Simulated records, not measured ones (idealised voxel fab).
Proc. module: voxel self aligned contacts
We display cut, a cross-section 215 nm in width whose square cells are each 5 nm.
A cross-section is a grid of square cells, given in bands from the top down. A band is one or more rows of cells.
Top height, bottom height, nm. Materials left to right, width each, nm. Single material + "all across" = fills band edge to edge. "empty" = empty.
It should be noted that heights are counted from 0, beneath which the wafer as supplied is of one material throughout, and that the lowest band possesses no lower boundary but continues downward, as written in "0 nm and below".
Width spec "30->40" -> top row of cells at first value, bottom row at second value, equal per-row change in between.
Any step labelled "no change occurred" changed none of the cells in the cross-section.
This entry, "Enclosed cavities", enumerates those empty regions of no fewer than 8 cells that possess no open connection to the top. Each region is reported in the form width x height at distance, the distance being taken from the left edge, with all three quantities expressed in nm.
On a step's line, text after the settings is the simulator commenting on that step.
"overlay nm" answers the question of how far to the right of plan the mask lay on a step that has a mask, and when it is negative the answer is to the left.

-- These are the steps we planned for the process
- 1: RECEIVE [material Si]
- 2: OXIDIZE [depth nm 5]
- 3: DIRECTIONAL_DEP [material polySi] [thk nm 25]
- 4: DIRECTIONAL_DEP [material SiN] [thk nm 25]
- 5: MASKED_ETCH [tone cover] [mask id GATE] [width nm 25] [pitch nm 65] [etch materials SiN] [depth nm 25] [overlay nm 0]
- 6: MASKED_ETCH [tone cover] [mask id GATE] [width nm 25] [pitch nm 65] [etch materials polySi] [depth nm 25] [overlay nm 0]
- 7: CONFORMAL_DEP [material SiN] [thk nm 10]
- 8: DIRECTIONAL_ETCH [etch materials SiN] [depth nm 10]
- 9: FILL_DEP [material SiO2] [thk nm 15]
- 10: CMP [height nm 55]
- 11: MASKED_ETCH [tone open] [mask id CONTACT] [width nm 50] [pitch nm 65] [etch materials SiO2] [depth nm 60] [overlay nm -15]
- 12: CONFORMAL_DEP [material TiN] [thk nm 5]
- 13: FILL_DEP [material Ru] [thk nm 10]
- 14: CMP [height nm 55]
- 15: CONFORMAL_DEP [material SiCN] [thk nm 5]
For clarity, it should be stated that the wafers under discussion commence in an identical condition and differ with respect to the overlay nm of step 11, the plan indicating the value that the first wafer had.

-- first wafer as received, after step 1
* 0 nm and below: Si all across
* Enclosed cavities: none

-- wafer rows; end of module; cells per material since receipt: (+) gained, (-) lost; then closed voids
overlay nm -15; +44 Ru; -43 Si; +43 SiCN; +195 SiN; +138 SiO2; +64 TiN; +75 polySi; Enclosed cavities: none
overlay nm -10; +44 Ru; -43 Si; +43 SiCN; +195 SiN; +138 SiO2; +64 TiN; +75 polySi; Enclosed cavities: none
overlay nm -5; +44 Ru; -43 Si; +43 SiCN; +195 SiN; +138 SiO2; +64 TiN; +75 polySi; Enclosed cavities: none
overlay nm 0; +44 Ru; -43 Si; +43 SiCN; +195 SiN; +138 SiO2; +64 TiN; +75 polySi; Enclosed cavities: none
overlay nm 5; +44 Ru; -43 Si; +43 SiCN; +195 SiN; +138 SiO2; +64 TiN; +75 polySi; Enclosed cavities: none
overlay nm 10; +44 Ru; -43 Si; +43 SiCN; +195 SiN; +138 SiO2; +64 TiN; +75 polySi; Enclosed cavities: none
overlay nm 15; +44 Ru; -43 Si; +43 SiCN; +195 SiN; +138 SiO2; +64 TiN; +75 polySi; Enclosed cavities: none
